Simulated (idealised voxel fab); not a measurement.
The following process module bears the name voxel transistor to metal.
It is cross-section cut that appears here, measuring 175 nm in width, its square cells being 5 nm in size.
Square cells in a grid make up a cross-section in this document, and the grid is given as bands, listed from the top down, each one or more rows of cells. Basically the band line says how high the top is and how high the bottom is, in nm, and then what's in it from left to right, every material with its width in nm. Empty space shows up as "empty", and if a single material carries "throughout" it runs the full band edge to edge. Height 0 is the level under which the wafer as received is all one material. The lowest band goes on downwards, as in "z 0 and below". The expression "30->40" gives the width at the extremes of the band, the first number at its top row of cells and the second at its bottom row, with the width changing by equal amounts from each row to the next in between. The cross-section has no changed cell in any step marked "identical to before". Enclosed cavity list: empty space of 8 cells or more with no open way to the top, each as width x height at its distance from the left edge, in nm. Where a step's line continues beyond its settings, the continuation is a remark by the simulator itself on that step. "overlay nm" on a masked step: distance the mask lay right of its planned place, negative for left. What follows is a series of pairs. Each pair shows a cross-section before one process step and the cross-section after it, and the after view is drawn only down to the lowest band that changed. Beneath each pair is the step that lies between the two, with its settings. Pairs may come from different runs of this module on the same starting wafer, so a pair continues from the one above it only where its entry headed "Pre-step" says so.
Pre-step
z 75 to 60 = lowk 45, empty 20, lowk 55, empty 20, lowk 35
z 60 to 50 = lowk throughout
z 50 to 45 = SiCN throughout
z 45 to 30 = lowk 40, TiN 5, Ru 10, TiN 5, lowk 55, TiN 5, Ru 10, TiN 5, lowk 40
z 30 to 25 = SiCN 40, TiN 20, SiCN 55, TiN 20, SiCN 40
z 25 to 15 = SiO2 40, TiN 5, W 10, TiN 5, SiO2 55, TiN 5, W 10, TiN 5, SiO2 40
z 15 to 10 = SiO2 40, TiN 5, W 10, TiN 5, SiO2 10, SiN 5, HfO2 5, TiN 5, W 5, TiN 5, HfO2 5, SiN 5, SiO2 10, TiN 5, W 10, TiN 5, SiO2 40
z 10 to 5 = SiO2 30, SiN 5, SiO2 5, TiN 5, W 10, TiN 5, SiO2 10, SiN 5, HfO2 5, TiN 5, W 5, TiN 5, HfO2 5, SiN 5, SiO2 10, TiN 5, W 10, TiN 5, SiO2 5, SiN 5, SiO2 30
z 5 to 0 = SiO2 30, SiN 5, SiO2 5, TiN 20, SiO2 10, SiN 5, HfO2 5, TiN 15, HfO2 5, SiN 5, SiO2 10, TiN 20, SiO2 5, SiN 5, SiO2 30
z 0 to -5 = SiO2 35, SiGe 35, HfO2 35, SiGe 35, SiO2 35
z -5 to -25 = SiO2 35, Si 105, SiO2 35
z -25 and below = Si throughout
Enclosed cavity list: none
Post-Step Geometry
z 95 to 75 = resist 40, empty 15, resist 60, empty 15, resist 45
z 75 to 60 = lowk 45, empty 10, resist 10, lowk 55, empty 10, resist 10, lowk 35
Everything below 60 is unchanged.
Enclosed cavity list: none
Processing between the before and after sections above: PATTERN, tone open, mask id METAL_2_HOLES, material resist, width nm 15, pitch nm 75, thk nm 20, overlay nm 0
Pre-step: unchanged from the after cross-section in the pair immediately above; refer to that figure.
Post-Step Geometry
z 95 to 75 = resist 40, empty 15, resist 60, empty 15, resist 45
z 75 to 65 = lowk 40, empty 15, resist 10, lowk 50, empty 15, resist 10, lowk 35
z 65 to 60 = lowk 45, empty 10, resist 10, lowk 55, empty 10, resist 10, lowk 35
z 60 to 50 = lowk 45, empty 10, lowk 65, empty 10, lowk 45
Everything below 50 is unchanged.
Enclosed cavity list: none
Processing between the before and after sections above: DIRECTIONAL_ETCH, etch materials lowk, depth nm 10
Pre-step: unchanged from the after cross-section in the pair immediately above; refer to that figure.
Post-Step Geometry
z 95 to 75 = resist 40, empty 15, resist 60, empty 15, resist 45
z 75 to 65 = lowk 40, empty 15, resist 10, lowk 50, empty 15, resist 10, lowk 35
z 65 to 60 = lowk 45, empty 10, resist 10, lowk 55, empty 10, resist 10, lowk 35
z 60 to 50 = lowk 45, empty 10, lowk 65, empty 10, lowk 45
z 50 to 45 = SiCN 45, empty 10, SiCN 65, empty 10, SiCN 45
Everything below 45 is unchanged.
Enclosed cavity list: none
Processing between the before and after sections above: DIRECTIONAL_ETCH, etch materials SiCN, depth nm 5
Pre-step: unchanged from the after cross-section in the pair immediately above; refer to that figure.
Post-Step Geometry
z 75 to 65 = lowk 40, empty 25, lowk 50, empty 25, lowk 35
z 65 to 60 = lowk 45, empty 20, lowk 55, empty 20, lowk 35
Everything below 60 is unchanged.
Enclosed cavity list: none
Processing between the before and after sections above: STRIP, etch materials resist
Pre-step: unchanged from the after cross-section in the pair immediately above; refer to that figure.
Post-Step Geometry
z 80 to 75 = TiN 45, empty 15, TiN 60, empty 15, TiN 40
z 75 to 65 = lowk 40, TiN 5->10, empty 15->10, TiN 5, lowk 50, TiN 5->10, empty 15->10, TiN 5, lowk 35
z 65 to 60 = lowk 45, TiN 20, lowk 55, TiN 20, lowk 35
z 60 to 50 = lowk 45, TiN 10, lowk 65, TiN 10, lowk 45
z 50 to 45 = SiCN 45, TiN 10, SiCN 65, TiN 10, SiCN 45
Everything below 45 is unchanged.
Enclosed cavity list: none
Processing between the before and after sections above: CONFORMAL_DEP, material TiN, thk nm 5
Pre-step: unchanged from the after cross-section in the pair immediately above; refer to that figure.
Post-Step Geometry
z 85 to 80 = Ru throughout
z 80 to 75 = TiN 45, Ru 15, TiN 60, Ru 15, TiN 40
z 75 to 65 = lowk 40, TiN 5->10, Ru 15->10, TiN 5, lowk 50, TiN 5->10, Ru 15->10, TiN 5, lowk 35
Everything below 65 is unchanged.
Enclosed cavity list: none
Processing between the before and after sections above: FILL_DEP, material Ru, thk nm 5
Pre-step: unchanged from the after cross-section in the pair immediately above; refer to that figure.
Post-Step Geometry
z 75 to 65 = lowk 40, TiN 5->10, Ru 15->10, TiN 5, lowk 50, TiN 5->10, Ru 15->10, TiN 5, lowk 35
Everything below 65 is unchanged.
Enclosed cavity list: none
Processing between the before and after sections above: CMP, height nm 75
Pre-step: unchanged from the after cross-section in the pair immediately above; refer to that figure.
Post-Step Geometry
z 80 to 75 = SiCN throughout
Everything below 75 is unchanged.
Enclosed cavity list: none
Processing between the before and after sections above: CONFORMAL_DEP, material SiCN, thk nm 5
Pre-step
z 80 to 75 = TiN 45, empty 10, TiN 65, empty 10, TiN 45
z 75 to 65 = lowk 40, TiN 5, empty 10, TiN 5, lowk 55, TiN 5, empty 10, TiN 5, lowk 40
z 65 to 60 = lowk 40, TiN 5, empty 5, TiN 10, lowk 55, TiN 5, empty 5, TiN 10, lowk 40
z 60 to 50 = lowk 40, TiN 5, empty 5, TiN 5, lowk 60, TiN 5, empty 5, TiN 5, lowk 45
z 50 to 45 = SiCN 40, TiN 15, SiCN 60, TiN 15, SiCN 45
z 45 to 30 = lowk 40, TiN 5, Ru 10, TiN 5, lowk 55, TiN 5, Ru 10, TiN 5, lowk 40
z 30 to 25 = SiCN 40, TiN 20, SiCN 55, TiN 20, SiCN 40
z 25 to 15 = SiO2 40, TiN 5, W 10, TiN 5, SiO2 55, TiN 5, W 10, TiN 5, SiO2 40
z 15 to 10 = SiO2 40, TiN 5, W 10, TiN 5, SiO2 10, SiN 5, HfO2 5, TiN 5, W 5, TiN 5, HfO2 5, SiN 5, SiO2 10, TiN 5, W 10, TiN 5, SiO2 40
z 10 to 5 = SiO2 30, SiN 5, SiO2 5, TiN 5, W 10, TiN 5, SiO2 10, SiN 5, HfO2 5, TiN 5, W 5, TiN 5, HfO2 5, SiN 5, SiO2 10, TiN 5, W 10, TiN 5, SiO2 5, SiN 5, SiO2 30
z 5 to 0 = SiO2 30, SiN 5, SiO2 5, TiN 20, SiO2 10, SiN 5, HfO2 5, TiN 15, HfO2 5, SiN 5, SiO2 10, TiN 20, SiO2 5, SiN 5, SiO2 30
z 0 to -5 = SiO2 35, SiGe 35, HfO2 35, SiGe 35, SiO2 35
z -5 to -25 = SiO2 35, Si 105, SiO2 35
z -25 and below = Si throughout
Enclosed cavity list: none
Post-Step Geometry
z 85 to 80 = aC throughout
z 80 to 75 = TiN 45, aC 10, TiN 65, aC 10, TiN 45
z 75 to 65 = lowk 40, TiN 5, aC 10, TiN 5, lowk 55, TiN 5, aC 10, TiN 5, lowk 40
z 65 to 60 = lowk 40, TiN 5, aC 5, TiN 10, lowk 55, TiN 5, aC 5, TiN 10, lowk 40
z 60 to 50 = lowk 40, TiN 5, aC 5, TiN 5, lowk 60, TiN 5, aC 5, TiN 5, lowk 45
Everything below 50 is unchanged.
Enclosed cavity list: none
Processing between the before and after sections above: FILL_DEP, material aC, thk nm 5
Pre-step: unchanged from the after cross-section in the pair immediately above; refer to that figure.
Post-Step Geometry
z 75 to 65 = lowk 40, TiN 5, aC 10, TiN 5, lowk 55, TiN 5, aC 10, TiN 5, lowk 40
Everything below 65 is unchanged.
Enclosed cavity list: none
Processing between the before and after sections above: CMP, height nm 75
Pre-step: unchanged from the after cross-section in the pair immediately above; refer to that figure.
Post-Step Geometry
z 80 to 75 = SiCN throughout
Everything below 75 is unchanged.
Enclosed cavity list: none
Processing between the before and after sections above: CONFORMAL_DEP, material SiCN, thk nm 5
Pre-step
z 20 to 5 = SiN throughout
z 5 to 0 = SiO2 throughout
z 0 and below = Si throughout
Enclosed cavity list: none
Post-Step Geometry
z 40 to 20 = resist 35, empty 105, resist 35
Everything below 20 is unchanged.
Enclosed cavity list: none
Processing between the before and after sections above: PATTERN, tone open, mask id ACTIVE, material resist, width nm 105, thk nm 20, overlay nm 0
Pre-step: unchanged from the after cross-section in the pair immediately above; refer to that figure.
Post-Step Geometry
z 40 to 20 = resist 35, empty 105, resist 35
z 20 to 5 = SiN 35, empty 105, SiN 35
Everything below 5 is unchanged.
Enclosed cavity list: none
Processing between the before and after sections above: DIRECTIONAL_ETCH, etch materials SiN, depth nm 15
Pre-step: unchanged from the after cross-section in the pair immediately above; refer to that figure.
Post-Step Geometry
z 40 to 20 = resist 35, empty 105, resist 35
z 20 to 5 = SiN 35, empty 105, SiN 35
z 5 to 0 = SiO2 35, empty 105, SiO2 35
Everything below 0 is unchanged.
Enclosed cavity list: none
Processing between the before and after sections above: DIRECTIONAL_ETCH, etch materials SiO2, depth nm 5
Pre-step: unchanged from the after cross-section in the pair immediately above; refer to that figure.
Post-Step Geometry
z 40 to 20 = resist 35, empty 105, resist 35
z 20 to 5 = SiN 35, empty 105, SiN 35
z 5 to 0 = SiO2 35, empty 105, SiO2 35
z 0 to -25 = Si 35, empty 105, Si 35
Everything below -25 is unchanged.
Enclosed cavity list: none
Processing between the before and after sections above: DIRECTIONAL_ETCH, etch materials Si, depth nm 25
Pre-step: unchanged from the after cross-section in the pair immediately above; refer to that figure.
Post-Step Geometry
z 20 to 5 = SiN 35, empty 105, SiN 35
Everything below 5 is unchanged.
Enclosed cavity list: none
Processing between the before and after sections above: STRIP, etch materials resist
Pre-step: unchanged from the after cross-section in the pair immediately above; refer to that figure.
Post-Step Geometry
z 35 to 20 = SiO2 throughout
z 20 to 5 = SiN 35, SiO2 105, SiN 35
z 5 to 0 = SiO2 throughout
z 0 to -25 = Si 35, SiO2 105, Si 35
Everything below -25 is unchanged.
Enclosed cavity list: none
Processing between the before and after sections above: FILL_DEP, material SiO2, thk nm 15
Pre-step: unchanged from the after cross-section in the pair immediately above; refer to that figure.
Post-Step Geometry
z 20 to 5 = SiN 35, SiO2 105, SiN 35
Everything below 5 is unchanged.
Enclosed cavity list: none
Processing between the before and after sections above: CMP, height nm 20
Pre-step: unchanged from the after cross-section in the pair immediately above; refer to that figure.
Post-Step Geometry
z 20 to 15 = SiN 35, empty 105, SiN 35
Everything below 15 is unchanged.
Enclosed cavity list: none
Processing between the before and after sections above: SELECTIVE_ETCH, etch materials SiO2, depth nm 5
Pre-step: unchanged from the after cross-section in the pair immediately above; refer to that figure.
Post-Step Geometry
z 15 to 5 = empty 35, SiO2 105, empty 35
Everything below 5 is unchanged.
Enclosed cavity list: none
Processing between the before and after sections above: STRIP, etch materials SiN
Pre-step: unchanged from the after cross-section in the pair immediately above; refer to that figure.
Post-Step Geometry
z 10 to 0 = empty 40, SiO2 95, empty 40
Everything below 0 is unchanged.
Enclosed cavity list: none
Processing between the before and after sections above: SELECTIVE_ETCH, etch materials SiO2, depth nm 5
Pre-step: unchanged from the after cross-section in the pair immediately above; refer to that figure.
Post-Step Geometry
z 10 to 0 = empty 40, SiO2 95, empty 40
z 0 to -5 = SiO2 throughout
Everything below -5 is unchanged.
Enclosed cavity list: none
Processing between the before and after sections above: OXIDIZE, depth nm 5
Pre-step: unchanged from the after cross-section in the pair immediately above; refer to that figure.
Post-Step Geometry
z 30 to 20 = empty 40, polySi 95, empty 40
z 20 to 10 = polySi throughout
z 10 to 0 = polySi 40, SiO2 95, polySi 40
Everything below 0 is unchanged.
Enclosed cavity list: none
Processing between the before and after sections above: DIRECTIONAL_DEP, material polySi, thk nm 20
Pre-step: unchanged from the after cross-section in the pair immediately above; refer to that figure.
Post-Step Geometry
z 40 to 30 = empty 40, SiCN 95, empty 40
z 30 to 20 = SiCN 40, polySi 95, SiCN 40
Everything below 20 is unchanged.
Enclosed cavity list: none
Processing between the before and after sections above: DIRECTIONAL_DEP, material SiCN, thk nm 10
Pre-step: unchanged from the after cross-section in the pair immediately above; refer to that figure.
Post-Step Geometry
z 55 to 45 = empty 40, aC 95, empty 40
z 45 to 40 = aC throughout
z 40 to 30 = aC 40, SiCN 95, aC 40
Everything below 30 is unchanged.
Enclosed cavity list: none
Processing between the before and after sections above: DIRECTIONAL_DEP, material aC, thk nm 15
Pre-step: unchanged from the after cross-section in the pair immediately above; refer to that figure.
Post-Step Geometry
z 85 to 55 = empty 75, resist 25, empty 75
Everything below 55 is unchanged.
Enclosed cavity list: none
Processing between the before and after sections above: PATTERN, tone cover, mask id GATE, material resist, width nm 25, thk nm 30, overlay nm 0
Pre-step: unchanged from the after cross-section in the pair immediately above; refer to that figure.
Post-Step Geometry
z 70 to 55 = empty 75, resist 25, empty 75
z 55 to 40 = empty 75, aC 25, empty 75
z 40 to 30 = empty 40, SiCN 95, empty 40
Everything below 30 is unchanged.
Enclosed cavity list: none
Processing between the before and after sections above: DIRECTIONAL_ETCH, etch materials aC, depth nm 15
Pre-step: unchanged from the after cross-section in the pair immediately above; refer to that figure.
Post-Step Geometry
z 55 to 40 = empty 75, aC 25, empty 75
Everything below 40 is unchanged.
Enclosed cavity list: none
Processing between the before and after sections above: STRIP, etch materials resist
Pre-step: unchanged from the after cross-section in the pair immediately above; refer to that figure.
Post-Step Geometry
z 55 to 40 = empty 75, aC 25, empty 75
z 40 to 30 = empty 75, SiCN 25, empty 75
z 30 to 20 = empty 40, polySi 95, empty 40
Everything below 20 is unchanged.
Enclosed cavity list: none
Processing between the before and after sections above: DIRECTIONAL_ETCH, etch materials SiCN, depth nm 20
Pre-step: unchanged from the after cross-section in the pair immediately above; refer to that figure.
Post-Step Geometry
z 55 to 40 = empty 75, aC 25, empty 75
z 40 to 30 = empty 75, SiCN 25, empty 75
z 30 to 10 = empty 75, polySi 25, empty 75
z 10 to 0 = empty 40, SiO2 95, empty 40
Everything below 0 is unchanged.
Enclosed cavity list: none
Processing between the before and after sections above: DIRECTIONAL_ETCH, etch materials polySi, depth nm 30
Pre-step: unchanged from the after cross-section in the pair immediately above; refer to that figure.
Post-Step Geometry
z 40 to 30 = empty 75, SiCN 25, empty 75
Everything below 30 is unchanged.
Enclosed cavity list: none
Processing between the before and after sections above: STRIP, etch materials aC
Pre-step: unchanged from the after cross-section in the pair immediately above; refer to that figure.
Post-Step Geometry
z 45 to 40 = empty 70, SiN 35, empty 70
z 40 to 30 = empty 70, SiN 5, SiCN 25, SiN 5, empty 70
z 30 to 15 = empty 70, SiN 5, polySi 25, SiN 5, empty 70
z 15 to 10 = empty 35, SiN 40, polySi 25, SiN 40, empty 35
z 10 to 5 = empty 35, SiN 5, SiO2 95, SiN 5, empty 35
z 5 to 0 = SiN 40, SiO2 95, SiN 40
Everything below 0 is unchanged.
Enclosed cavity list: none
Processing between the before and after sections above: CONFORMAL_DEP, material SiN, thk nm 5
Pre-step: unchanged from the after cross-section in the pair immediately above; refer to that figure.
Post-Step Geometry
z 40 to 30 = empty 70, SiN 5, SiCN 25, SiN 5, empty 70
z 30 to 10 = empty 70, SiN 5, polySi 25, SiN 5, empty 70
z 10 to 0 = empty 35, SiN 5, SiO2 95, SiN 5, empty 35
Everything below 0 is unchanged.
Enclosed cavity list: none
Processing between the before and after sections above: DIRECTIONAL_ETCH, etch materials SiN, depth nm 5
Pre-step: unchanged from the after cross-section in the pair immediately above; refer to that figure.
Post-Step Geometry
z 40 to 30 = empty 70, SiN 5, SiCN 25, SiN 5, empty 70
z 30 to 10 = empty 70, SiN 5, polySi 25, SiN 5, empty 70
z 10 to 5 = empty 35, SiN 5, empty 30, SiO2 35, empty 30, SiN 5, empty 35
z 5 to 0 = empty 35, SiN 5, SiO2 95, SiN 5, empty 35
z 0 to -5 = empty 35, SiO2 105, empty 35
Everything below -5 is unchanged.
Enclosed cavity list: none
Processing between the before and after sections above: DIRECTIONAL_ETCH, etch materials SiO2, depth nm 5
Pre-step: unchanged from the after cross-section in the pair immediately above; refer to that figure.
Post-Step Geometry
z 40 to 30 = empty 70, SiN 5, SiCN 25, SiN 5, empty 70
z 30 to 10 = empty 70, SiN 5, polySi 25, SiN 5, empty 70
z 10 to 5 = empty 35, SiN 5, empty 30, SiO2 35, empty 30, SiN 5, empty 35
z 5 to 0 = empty 35, SiN 5, SiO2 95, SiN 5, empty 35
z 0 to -5 = SiGe 35, SiO2 105, SiGe 35
Everything below -5 is unchanged.
Enclosed cavity list: none
Processing between the before and after sections above: EPI, material SiGe, thk nm 5
Pre-step: unchanged from the after cross-section in the pair immediately above; refer to that figure.
Post-Step Geometry
z 45 to 40 = SiO2 throughout
z 40 to 30 = SiO2 70, SiN 5, SiCN 25, SiN 5, SiO2 70
z 30 to 10 = SiO2 70, SiN 5, polySi 25, SiN 5, SiO2 70
z 10 to 0 = SiO2 35, SiN 5, SiO2 95, SiN 5, SiO2 35
Everything below 0 is unchanged.
Enclosed cavity list: none
Processing between the before and after sections above: FILL_DEP, material SiO2, thk nm 5
Pre-step: unchanged from the after cross-section in the pair immediately above; refer to that figure.
Post-Step Geometry
z 20 to 10 = SiO2 70, SiN 5, polySi 25, SiN 5, SiO2 70
Everything below 10 is unchanged.
Enclosed cavity list: none
Processing between the before and after sections above: CMP, height nm 20
Pre-step: unchanged from the after cross-section in the pair immediately above; refer to that figure.
Post-Step Geometry
z 20 to 10 = SiO2 70, SiN 5, empty 25, SiN 5, SiO2 70
Everything below 10 is unchanged.
Enclosed cavity list: none
Processing between the before and after sections above: STRIP, etch materials polySi
Pre-step: unchanged from the after cross-section in the pair immediately above; refer to that figure.
Post-Step Geometry
z 20 to 15 = empty 70, SiN 5, empty 25, SiN 5, empty 70
z 15 to 10 = SiO2 70, SiN 5, empty 25, SiN 5, SiO2 70
z 10 to 5 = SiO2 35, SiN 5, SiO2 30, empty 35, SiO2 30, SiN 5, SiO2 35
Everything below 5 is unchanged.
Enclosed cavity list: none
Processing between the before and after sections above: SELECTIVE_ETCH, etch materials SiO2, depth nm 5
Pre-step: unchanged from the after cross-section in the pair immediately above; refer to that figure.
Post-Step Geometry
z 25 to 20 = empty 65, HfO2 15, empty 15, HfO2 15, empty 65
z 20 to 15 = HfO2 70, SiN 5, HfO2 5, empty 15, HfO2 5, SiN 5, HfO2 70
z 15 to 10 = SiO2 70, SiN 5, HfO2 5, empty 15, HfO2 5, SiN 5, SiO2 70
z 10 to 5 = SiO2 35, SiN 5, SiO2 30, HfO2 35, SiO2 30, SiN 5, SiO2 35
Everything below 5 is unchanged.
Enclosed cavity list: none
Processing between the before and after sections above: CONFORMAL_DEP, material HfO2, thk nm 5
Pre-step: unchanged from the after cross-section in the pair immediately above; refer to that figure.
Post-Step Geometry
z 30 to 25 = empty 60, TiN 25, empty 5, TiN 25, empty 60
z 25 to 20 = TiN 65, HfO2 15, TiN 5, empty 5, TiN 5, HfO2 15, TiN 65
z 20 to 15 = HfO2 70, SiN 5, HfO2 5, TiN 5, empty 5, TiN 5, HfO2 5, SiN 5, HfO2 70
z 15 to 10 = SiO2 70, SiN 5, HfO2 5, TiN 15, HfO2 5, SiN 5, SiO2 70
Everything below 10 is unchanged.
Enclosed cavity list: none
Processing between the before and after sections above: CONFORMAL_DEP, material TiN, thk nm 5
Pre-step: unchanged from the after cross-section in the pair immediately above; refer to that figure.
Post-Step Geometry
z 35 to 30 = W throughout
z 30 to 25 = W 60, TiN 25, W 5, TiN 25, W 60
z 25 to 20 = TiN 65, HfO2 15, TiN 5, W 5, TiN 5, HfO2 15, TiN 65
z 20 to 15 = HfO2 70, SiN 5, HfO2 5, TiN 5, W 5, TiN 5, HfO2 5, SiN 5, HfO2 70
Everything below 15 is unchanged.
Enclosed cavity list: none
Processing between the before and after sections above: FILL_DEP, material W, thk nm 5
Pre-step: unchanged from the after cross-section in the pair immediately above; refer to that figure.
Post-Step Geometry
z 15 to 10 = SiO2 70, SiN 5, HfO2 5, TiN 15, HfO2 5, SiN 5, SiO2 70
Everything below 10 is unchanged.
Enclosed cavity list: none
Processing between the before and after sections above: CMP, height nm 15
Pre-step: unchanged from the after cross-section in the pair immediately above; refer to that figure.
Post-Step Geometry
z 25 to 15 = SiO2 throughout
Everything below 15 is unchanged.
Enclosed cavity list: none
Processing between the before and after sections above: DIRECTIONAL_DEP, material SiO2, thk nm 10
Pre-step: unchanged from the after cross-section in the pair immediately above; refer to that figure.
Post-Step Geometry
z 40 to 25 = aC throughout
Everything below 25 is unchanged.
Enclosed cavity list: none
Processing between the before and after sections above: DIRECTIONAL_DEP, material aC, thk nm 15
Pre-step: unchanged from the after cross-section in the pair immediately above; refer to that figure.
Post-Step Geometry
z 70 to 40 = resist 40, empty 20, resist 55, empty 20, resist 40
Everything below 40 is unchanged.
Enclosed cavity list: none
Processing between the before and after sections above: PATTERN, tone open, mask id CONTACT, material resist, width nm 20, pitch nm 75, thk nm 30, overlay nm 0
Pre-step: unchanged from the after cross-section in the pair immediately above; refer to that figure.
Post-Step Geometry
z 55 to 40 = resist 40, empty 20, resist 55, empty 20, resist 40
z 40 to 25 = aC 40, empty 20, aC 55, empty 20, aC 40
Everything below 25 is unchanged.
Enclosed cavity list: none
Processing between the before and after sections above: DIRECTIONAL_ETCH, etch materials aC, depth nm 15
Pre-step: unchanged from the after cross-section in the pair immediately above; refer to that figure.
Post-Step Geometry
z 40 to 25 = aC 40, empty 20, aC 55, empty 20, aC 40
Everything below 25 is unchanged.
Enclosed cavity list: none
Processing between the before and after sections above: STRIP, etch materials resist
Pre-step: unchanged from the after cross-section in the pair immediately above; refer to that figure.
Post-Step Geometry
z 40 to 25 = aC 40, empty 20, aC 55, empty 20, aC 40
z 25 to 15 = SiO2 40, empty 20, SiO2 55, empty 20, SiO2 40
z 15 to 10 = SiO2 40, empty 20, SiO2 10, SiN 5, HfO2 5, TiN 15, HfO2 5, SiN 5, SiO2 10, empty 20, SiO2 40
z 10 to 5 = SiO2 35, SiN 5, empty 20, SiO2 10, HfO2 35, SiO2 10, empty 20, SiN 5, SiO2 35
z 5 to 0 = SiO2 35, SiN 5, empty 20, SiO2 55, empty 20, SiN 5, SiO2 35
Everything below 0 is unchanged.
Enclosed cavity list: none
Processing between the before and after sections above: DIRECTIONAL_ETCH, etch materials SiO2, depth nm 25
Pre-step: unchanged from the after cross-section in the pair immediately above; refer to that figure.
Post-Step Geometry
z 25 to 15 = SiO2 40, empty 20, SiO2 55, empty 20, SiO2 40
Everything below 15 is unchanged.
Enclosed cavity list: none
Processing between the before and after sections above: STRIP, etch materials aC
Pre-step: unchanged from the after cross-section in the pair immediately above; refer to that figure.
Post-Step Geometry
z 30 to 25 = TiN 45, empty 10, TiN 65, empty 10, TiN 45
z 25 to 15 = SiO2 40, TiN 5, empty 10, TiN 5, SiO2 55, TiN 5, empty 10, TiN 5, SiO2 40
z 15 to 10 = SiO2 40, TiN 5, empty 10, TiN 5, SiO2 10, SiN 5, HfO2 5, TiN 15, HfO2 5, SiN 5, SiO2 10, TiN 5, empty 10, TiN 5, SiO2 40
z 10 to 5 = SiO2 35, SiN 5, TiN 5, empty 10, TiN 5, SiO2 10, HfO2 35, SiO2 10, TiN 5, empty 10, TiN 5, SiN 5, SiO2 35
z 5 to 0 = SiO2 35, SiN 5, TiN 20, SiO2 55, TiN 20, SiN 5, SiO2 35
Everything below 0 is unchanged.
Enclosed cavity list: none
Processing between the before and after sections above: CONFORMAL_DEP, material TiN, thk nm 5
Pre-step: unchanged from the after cross-section in the pair immediately above; refer to that figure.
Post-Step Geometry
z 35 to 30 = W throughout
z 30 to 25 = TiN 45, W 10, TiN 65, W 10, TiN 45
z 25 to 15 = SiO2 40, TiN 5, W 10, TiN 5, SiO2 55, TiN 5, W 10, TiN 5, SiO2 40
z 15 to 10 = SiO2 40, TiN 5, W 10, TiN 5, SiO2 10, SiN 5, HfO2 5, TiN 15, HfO2 5, SiN 5, SiO2 10, TiN 5, W 10, TiN 5, SiO2 40
z 10 to 5 = SiO2 35, SiN 5, TiN 5, W 10, TiN 5, SiO2 10, HfO2 35, SiO2 10, TiN 5, W 10, TiN 5, SiN 5, SiO2 35
Everything below 5 is unchanged.
Enclosed cavity list: none
Processing between the before and after sections above: FILL_DEP, material W, thk nm 5
Pre-step: unchanged from the after cross-section in the pair immediately above; refer to that figure.
Post-Step Geometry
z 25 to 15 = SiO2 40, TiN 5, W 10, TiN 5, SiO2 55, TiN 5, W 10, TiN 5, SiO2 40
Everything below 15 is unchanged.
Enclosed cavity list: none
Processing between the before and after sections above: CMP, height nm 25
Pre-step: unchanged from the after cross-section in the pair immediately above; refer to that figure.
Post-Step Geometry
z 30 to 25 = SiCN throughout
Everything below 25 is unchanged.
Enclosed cavity list: none
Processing between the before and after sections above: CONFORMAL_DEP, material SiCN, thk nm 5
Pre-step: unchanged from the after cross-section in the pair immediately above; refer to that figure.
Post-Step Geometry
z 45 to 30 = lowk throughout
Everything below 30 is unchanged.
Enclosed cavity list: none
Processing between the before and after sections above: DIRECTIONAL_DEP, material lowk, thk nm 15
Pre-step: unchanged from the after cross-section in the pair immediately above; refer to that figure.
Post-Step Geometry
z 60 to 45 = resist 40, empty 20, resist 55, empty 20, resist 40
Everything below 45 is unchanged.
Enclosed cavity list: none
Processing between the before and after sections above: PATTERN, tone open, mask id METAL_1, material resist, width nm 20, pitch nm 75, thk nm 15, overlay nm 0
Pre-step: unchanged from the after cross-section in the pair immediately above; refer to that figure.
Post-Step Geometry
z 60 to 45 = resist 40, empty 20, resist 55, empty 20, resist 40
z 45 to 30 = lowk 40, empty 20, lowk 55, empty 20, lowk 40
Everything below 30 is unchanged.
Enclosed cavity list: none
Processing between the before and after sections above: DIRECTIONAL_ETCH, etch materials lowk, depth nm 15
Pre-step: unchanged from the after cross-section in the pair immediately above; refer to that figure.
Post-Step Geometry
z 60 to 45 = resist 40, empty 20, resist 55, empty 20, resist 40
z 45 to 30 = lowk 40, empty 20, lowk 55, empty 20, lowk 40
z 30 to 25 = SiCN 40, empty 20, SiCN 55, empty 20, SiCN 40
Everything below 25 is unchanged.
Enclosed cavity list: none
Processing between the before and after sections above: DIRECTIONAL_ETCH, etch materials SiCN, depth nm 5
Pre-step: unchanged from the after cross-section in the pair immediately above; refer to that figure.
Post-Step Geometry
z 45 to 30 = lowk 40, empty 20, lowk 55, empty 20, lowk 40
Everything below 30 is unchanged.
Enclosed cavity list: none
Processing between the before and after sections above: STRIP, etch materials resist
Pre-step: unchanged from the after cross-section in the pair immediately above; refer to that figure.
Post-Step Geometry
z 50 to 45 = TiN 45, empty 10, TiN 65, empty 10, TiN 45
z 45 to 30 = lowk 40, TiN 5, empty 10, TiN 5, lowk 55, TiN 5, empty 10, TiN 5, lowk 40
z 30 to 25 = SiCN 40, TiN 20, SiCN 55, TiN 20, SiCN 40
Everything below 25 is unchanged.
Enclosed cavity list: none
Processing between the before and after sections above: CONFORMAL_DEP, material TiN, thk nm 5
Pre-step: unchanged from the after cross-section in the pair immediately above; refer to that figure.
Post-Step Geometry
z 60 to 50 = Ru throughout
z 50 to 45 = TiN 45, Ru 10, TiN 65, Ru 10, TiN 45
z 45 to 30 = lowk 40, TiN 5, Ru 10, TiN 5, lowk 55, TiN 5, Ru 10, TiN 5, lowk 40
Everything below 30 is unchanged.
Enclosed cavity list: none
Processing between the before and after sections above: FILL_DEP, material Ru, thk nm 10
Pre-step: unchanged from the after cross-section in the pair immediately above; refer to that figure.
Post-Step Geometry
z 45 to 30 = lowk 40, TiN 5, Ru 10, TiN 5, lowk 55, TiN 5, Ru 10, TiN 5, lowk 40
Everything below 30 is unchanged.
Enclosed cavity list: none
Processing between the before and after sections above: CMP, height nm 45
Pre-step: unchanged from the after cross-section in the pair immediately above; refer to that figure.
Post-Step Geometry
z 50 to 45 = SiCN throughout
Everything below 45 is unchanged.
Enclosed cavity list: none
Processing between the before and after sections above: CONFORMAL_DEP, material SiCN, thk nm 5
Pre-step: unchanged from the after cross-section in the pair immediately above; refer to that figure.
Post-Step Geometry
z 75 to 50 = lowk throughout
Everything below 50 is unchanged.
Enclosed cavity list: none
Processing between the before and after sections above: DIRECTIONAL_DEP, material lowk, thk nm 25
Pre-step: unchanged from the after cross-section in the pair immediately above; refer to that figure.
Post-Step Geometry
z 85 to 75 = aC throughout
Everything below 75 is unchanged.
Enclosed cavity list: none
Processing between the before and after sections above: DIRECTIONAL_DEP, material aC, thk nm 10
Pre-step: unchanged from the after cross-section in the pair immediately above; refer to that figure.
Post-Step Geometry
z 110 to 85 = resist 40, empty 20, resist 55, empty 20, resist 40
Everything below 85 is unchanged.
Enclosed cavity list: none
Processing between the before and after sections above: PATTERN, tone open, mask id METAL_2, material resist, width nm 20, pitch nm 75, thk nm 25, overlay nm 0
Pre-step: unchanged from the after cross-section in the pair immediately above; refer to that figure.
Post-Step Geometry
z 100 to 85 = resist 40, empty 20, resist 55, empty 20, resist 40
z 85 to 75 = aC 40, empty 20, aC 55, empty 20, aC 40
Everything below 75 is unchanged.
Enclosed cavity list: none
Processing between the before and after sections above: DIRECTIONAL_ETCH, etch materials aC, depth nm 10
